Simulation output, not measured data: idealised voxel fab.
Process module heading - voxel wiring stack
Section shown: cut. Width: 245 nm. Cell size: 5 nm, square.
Cross-sections here: square-cell grids, written as top-down lists of bands, a band being one or more rows of cells. Top, bottom (nm), then materials left to right with widths (nm); lone material tagged "full width" fills the whole band edge to edge; "empty" = empty space. Height datum 0, below which the as-received substrate wafer is one material. Lowest band open at the bottom, running downward: "0..down". Width "30->40": first value at the band's top row of cells, second value at its bottom row, equal change from row to row. Step marked "stayed the same"? Then no cell in the cross-section changed in it. Heads up: "Enclosed void list" only lists the empty pockets with no open path to the top that are 8 cells or more, and it writes them as width x height at distance, distance from the left edge, in nm. Text after the settings on a step's line: the simulator's own remark on that step. What "overlay nm" on a step's line means: if the step has a mask, that mask lay this far to the right of its planned place, or, when the value is negative, to the left.
**Set out below are the planned steps of the process**
1,RECEIVE, material Si
2,CONFORMAL_DEP, material SiO2, thk nm 10
3,CONFORMAL_DEP, material SiCN, thk nm 5
4,DIRECTIONAL_DEP, material lowk, thk nm 20
5,PATTERN, tone open, mask id METAL_1, material resist, width nm 25, pitch nm 55, thk nm 20, overlay nm 0
6,DIRECTIONAL_ETCH, etch materials lowk, depth nm 20
7,DIRECTIONAL_ETCH, etch materials SiCN, depth nm 5
8,STRIP, etch materials resist
9,CONFORMAL_DEP, material TiN, thk nm 5
10,FILL_DEP, material W, thk nm 10
11,CMP, height nm 35
12,CONFORMAL_DEP, material SiCN, thk nm 5
13,DIRECTIONAL_DEP, material lowk, thk nm 35
14,PATTERN, tone open, mask id METAL_2, material resist, width nm 25, pitch nm 55, thk nm 15, overlay nm 0
15,DIRECTIONAL_ETCH, etch materials lowk, depth nm 20
16,STRIP, etch materials resist
17,PATTERN, tone open, mask id METAL_2_HOLES, material resist, width nm 15, pitch nm 110, thk nm 20, overlay nm 0
18,DIRECTIONAL_ETCH, etch materials lowk, depth nm 15
19,DIRECTIONAL_ETCH, etch materials SiCN, depth nm 5
20,STRIP, etch materials resist
21,CONFORMAL_DEP, material TiN, thk nm 5
22,FILL_DEP, material Cu, thk nm 5
23,CMP, height nm 75
24,CONFORMAL_DEP, material SiN, thk nm 5
**as received, after step 1**
0..down = Si full width
Enclosed void list: none
**Final cross-section, module run with one mistake (start and plan as above)**
80..75 = SiN full width
75..65 = Cu (35) | TiN (5) | lowk (10) | TiN (5) | Cu (20) | TiN (5) | lowk (25) | TiN (5) | Cu (35) | TiN (5) | lowk (10) | TiN (5) | Cu (20) | TiN (5) | lowk (25) | TiN (5) | Cu (25)
65..60 = Cu (20) | TiN (20) | lowk (10) | TiN (5) | Cu (20) | TiN (5) | lowk (25) | TiN (5) | Cu (20) | TiN (20) | lowk (10) | TiN (5) | Cu (20) | TiN (5) | lowk (25) | TiN (5) | Cu (25)
60..55 = TiN (25) | lowk (25) | TiN (30) | lowk (25) | TiN (30) | lowk (25) | TiN (30) | lowk (25) | TiN (30)
55..40 = lowk full width
40..35 = SiCN full width
35..15 = lowk (25) | TiN (5) | W (15) | TiN (5) | lowk (30) | TiN (5) | W (15) | TiN (5) | lowk (30) | TiN (5) | W (15) | TiN (5) | lowk (30) | TiN (5) | W (15) | TiN (5) | lowk (30)
15..10 = SiCN (25) | TiN (25) | SiCN (30) | TiN (25) | SiCN (30) | TiN (25) | SiCN (30) | TiN (25) | SiCN (30)
10..0 = SiO2 full width
0..down = Si full width
Enclosed void list: none
Finding, execution versus plan: note that step 14 departed from the planned setting and was carried out as PATTERN, tone cover, mask id METAL_2, material resist, width nm 25, pitch nm 55, thk nm 15, overlay nm 0
